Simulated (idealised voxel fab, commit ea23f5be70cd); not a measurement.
process module | voxel spacer lines
cross-section cut | 180 nm wide | cells 5 nm
A cross-section is a grid of square cells, given in bands from the top down. A band is one or more rows of cells.
Each band's line starts with the height of the band's top and of its bottom, in nm. Then come its materials from left to right, each with its width in nm. One material with "throughout" fills the band from edge to edge. "air" is empty space.
Height 0 is the level under which the wafer as received is all one material. The lowest band goes on downwards, as in "0 down".
A width such as "30 to 40" changes by the same amount from each row of cells to the next, from the band's top row to its bottom row.
"no change" after a step means that no cell of the cross-section changed.
closed voids: empty space of 8 cells or more with no open way to the top, each as width x height at its distance from the left edge, in nm
after a step's settings: what the simulator itself notes on the step
overlay nm, on a step with a mask: how far to the right of its planned place the mask lay; to the left if negative
plan
1 op RECEIVE | material Si
2 op CONFORMAL_DEP | material Al2O3 | thk nm 5
3 op DIRECTIONAL_DEP | material W | thk nm 10
4 op DIRECTIONAL_DEP | material aC | thk nm 30
5 op PATTERN | tone cover | mask id MANDREL | material resist | width nm 15 | pitch nm 50 | thk nm 35 | overlay nm -15
6 op DIRECTIONAL_ETCH | etch materials aC | depth nm 30
7 op STRIP | etch materials resist
8 op CONFORMAL_DEP | material SiO2 | thk nm 10
9 op DIRECTIONAL_ETCH | etch materials SiO2 | depth nm 10
10 op STRIP | etch materials aC
11 op DIRECTIONAL_ETCH | etch materials W | depth nm 10
12 op STRIP | etch materials SiO2
13 op FILL_DEP | material lowk | thk nm 10
14 op CMP | height nm 15
varied across the wafers: overlay nm of step 5. The plan shows the first wafer's value. All wafers start alike
first wafer as received, after step 1
  0 down: Si throughout
  closed voids: none
first wafer at the end, after step 14
  15 to 5: lowk 5 | W 10 | lowk 15 | W 10 | lowk 15 | W 10 | lowk 15 | W 10 | lowk 15 | W 10 | lowk 15 | W 10 | lowk 40
  5 to 0: Al2O3 throughout
  0 down: Si throughout
  closed voids: none
last wafer at the end
  15 to 5: lowk 35 | W 10 | lowk 15 | W 10 | lowk 15 | W 10 | lowk 15 | W 10 | lowk 15 | W 10 | lowk 15 | W 10 | lowk 10
  5 to 0: Al2O3 throughout
  0 down: Si throughout
  closed voids: none
each wafer at the end: cells of each material gained (+) or lost (-) since it was received, then its closed voids
overlay nm -15 | +36 Al2O3 | +24 W | +48 lowk | closed voids: none
overlay nm -10 | +36 Al2O3 | +24 W | +48 lowk | closed voids: none
overlay nm -5 | +36 Al2O3 | +24 W | +48 lowk | closed voids: none
overlay nm 0 | +36 Al2O3 | +24 W | +48 lowk | closed voids: none
overlay nm 5 | +36 Al2O3 | +24 W | +48 lowk | closed voids: none
overlay nm 10 | +36 Al2O3 | +24 W | +48 lowk | closed voids: none
overlay nm 15 | +36 Al2O3 | +24 W | +48 lowk | closed voids: none
